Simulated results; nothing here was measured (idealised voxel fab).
The process module that follows is named voxel trench capacitor.
We display cut, a cross-section 300 nm in width whose square cells are each 5 nm.
Format of a cross-section: grid, square cells. Given as bands. Order: top down. Band: one or more rows of cells. Basically the band line says how high the top is and how high the bottom is, in nm, and then what's in it from left to right, every material with its width in nm. Empty space shows up as "empty", and if a single material carries "full width" it runs the full band edge to edge. Convention: height 0 is the level below which the wafer, as received, is all one material. The lowest band does not terminate at the bottom but continues downward, represented as "0 -> down". The two numbers in a width such as "30->40" mark its ends across the band: the first belongs to the top row of cells, the second to the bottom row, and from each row to the next the width moves by the same amount. "no alterations made", as given for a step, is the statement that not any cell of the cross-section underwent a change during that step. "Tabulated closed voids" contains a list of empty spaces, each no smaller than 8 cells and without an open way to the top, written in the form width x height at distance with the distance from the left edge and all three in nm. Anything after a step's settings on that line? It's the simulator's own note about the step. The line of a step may include "overlay nm". On a step with a mask, this value is how far to the right of its planned place the mask lay. A negative value means the mask lay to the left.

**plan**
1 RECEIVE with material Si
2 CONFORMAL_DEP with material SiN, thk nm 10
3 PATTERN with tone open, mask id TRENCH, material resist, width nm 15, pitch nm 40, thk nm 20, overlay nm 0
4 DIRECTIONAL_ETCH with etch materials SiN, depth nm 10
5 DIRECTIONAL_ETCH with etch materials Si, depth nm 25
6 STRIP with etch materials resist
7 CONFORMAL_DEP with material Al2O3, thk nm 5
8 FILL_DEP with material polySi, thk nm 5
9 CMP with height nm 0
The wafers in this document start out alike and differ in the height nm applied at step 9; the plan shows the value used for the first wafer.

**This is how the first of several wafers looked in cross-section when it arrived, which is after step 1**
> 0 -> down | Si full width
> Tabulated closed voids: none

**Last step of the module is step 9; after it, the first of several wafers in cross-section**
> 0 -> -20 | Si: 80, then Al2O3: 5, then polySi: 5, then Al2O3: 5, then Si: 25, then Al2O3: 5, then polySi: 5, then Al2O3: 5, then Si: 25, then Al2O3: 5, then polySi: 5, then Al2O3: 5, then Si: 25, then Al2O3: 5, then polySi: 5, then Al2O3: 5, then Si: 85
> -20 -> -25 | Si: 80, then Al2O3: 15, then Si: 25, then Al2O3: 15, then Si: 25, then Al2O3: 15, then Si: 25, then Al2O3: 15, then Si: 85
> -25 -> down | Si full width
> Tabulated closed voids: none

**So this is the cross-section on the last wafer at the end of the module**
> 20 -> 15 | polySi full width
> 15 -> 10 | Al2O3: 85, then polySi: 5, then Al2O3: 35, then polySi: 5, then Al2O3: 35, then polySi: 5, then Al2O3: 35, then polySi: 5, then Al2O3: 90
> 10 -> 0 | SiN: 80, then Al2O3: 5, then polySi: 5, then Al2O3: 5, then SiN: 25, then Al2O3: 5, then polySi: 5, then Al2O3: 5, then SiN: 25, then Al2O3: 5, then polySi: 5, then Al2O3: 5, then SiN: 25, then Al2O3: 5, then polySi: 5, then Al2O3: 5, then SiN: 85
> 0 -> -20 | Si: 80, then Al2O3: 5, then polySi: 5, then Al2O3: 5, then Si: 25, then Al2O3: 5, then polySi: 5, then Al2O3: 5, then Si: 25, then Al2O3: 5, then polySi: 5, then Al2O3: 5, then Si: 25, then Al2O3: 5, then polySi: 5, then Al2O3: 5, then Si: 85
> -20 -> -25 | Si: 80, then Al2O3: 15, then Si: 25, then Al2O3: 15, then Si: 25, then Al2O3: 15, then Si: 25, then Al2O3: 15, then Si: 85
> -25 -> down | Si full width
> Tabulated closed voids: none

**Wafer rows, end of module: cells per material gained (+) or lost (-) since receipt; closed voids last**
height nm 0; +44 Al2O3; -60 Si; +16 polySi; Tabulated closed voids: none
height nm 5; +52 Al2O3; -60 Si; +48 SiN; +20 polySi; Tabulated closed voids: none
height nm 10; +60 Al2O3; -60 Si; +96 SiN; +24 polySi; Tabulated closed voids: none
height nm 15; +116 Al2O3; -60 Si; +96 SiN; +28 polySi; Tabulated closed voids: none
height nm 20; +116 Al2O3; -60 Si; +96 SiN; +88 polySi; Tabulated closed voids: none
